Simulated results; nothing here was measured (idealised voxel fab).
The process module that follows is named voxel fin reveal.
Pictured: cross-section cut, 155 nm wide, on a grid of 5 nm square cells.
Cross-sections here: square-cell grids, written as top-down lists of bands, a band being one or more rows of cells. Top, bottom (nm), then materials left to right with widths (nm); lone material tagged "edge to edge" fills the whole band edge to edge; "air" = empty space. Heads up on the height convention: 0 is the point under which the incoming wafer is all one material, and the lowest band has no bottom, it just keeps going down, like "z 0 and below". Note: "30..40" means the width goes from the first number (top row of the band) to the second number (bottom row) in equal steps per row of cells. The cross-section has no changed cell in any step marked "no modifications". Each empty space that has no open way to the top and spans at least 8 cells appears under "Enclosed internal cavities" as width x height at distance, the distance counted from the left edge, all in nm. Where a step's line continues beyond its settings, the continuation is a remark by the simulator itself on that step. "overlay nm" denotes, for a step that has a mask, the displacement of the mask to the right of its planned place, with negative values corresponding to the left.

## Process steps foreseen in the plan
1,RECEIVE,material Si
2,CONFORMAL_DEP,material SiN,thk nm 10
3,MASKED_ETCH,tone cover,mask id FINS,width nm 15,pitch nm 35,etch materials SiN,depth nm 10,overlay nm 0
4,MASKED_ETCH,tone cover,mask id FINS,width nm 15,pitch nm 35,etch materials Si,depth nm 30,overlay nm 0
5,OXIDIZE,depth nm 5
6,FILL_DEP,material SiO2,thk nm 15
7,CMP,height nm 10
8,SELECTIVE_ETCH,etch materials SiO2,depth nm 25
9,STRIP,etch materials SiN

## As-received state of the wafer in cross-section, equivalent to post-step 1
  z 0 and below = Si edge to edge
  Enclosed internal cavities: none

## first wafer at the end, as planned
  z 0 to -15 = air 40 nm; Si 5 nm; air 30 nm; Si 5 nm; air 30 nm; Si 5 nm; air 40 nm
  z -15 to -35 = SiO2 40 nm; Si 5 nm; SiO2 30 nm; Si 5 nm; SiO2 30 nm; Si 5 nm; SiO2 40 nm
  z -35 and below = Si edge to edge
  Enclosed internal cavities: none

## Second wafer of the two, sectioned at the end of the module. It began like the first and followed the same plan, but one mistake was made while running it
  z 10 to 0 = air 35 nm; SiN 15 nm; air 20 nm; SiN 15 nm; air 20 nm; SiN 15 nm; air 35 nm
  z 0 to -35 = air 40 nm; Si 5 nm; air 30 nm; Si 5 nm; air 30 nm; Si 5 nm; air 40 nm
  z -35 and below = Si edge to edge
  Enclosed internal cavities: none
Run error: it should be noted that step 9 was executed with settings other than those planned, the operation and settings actually applied being STRIP,etch materials SiO2
Looking at both finished wafers in cells, the second ends up ahead of or behind the first on some materials: SiN +18; SiO2 -112
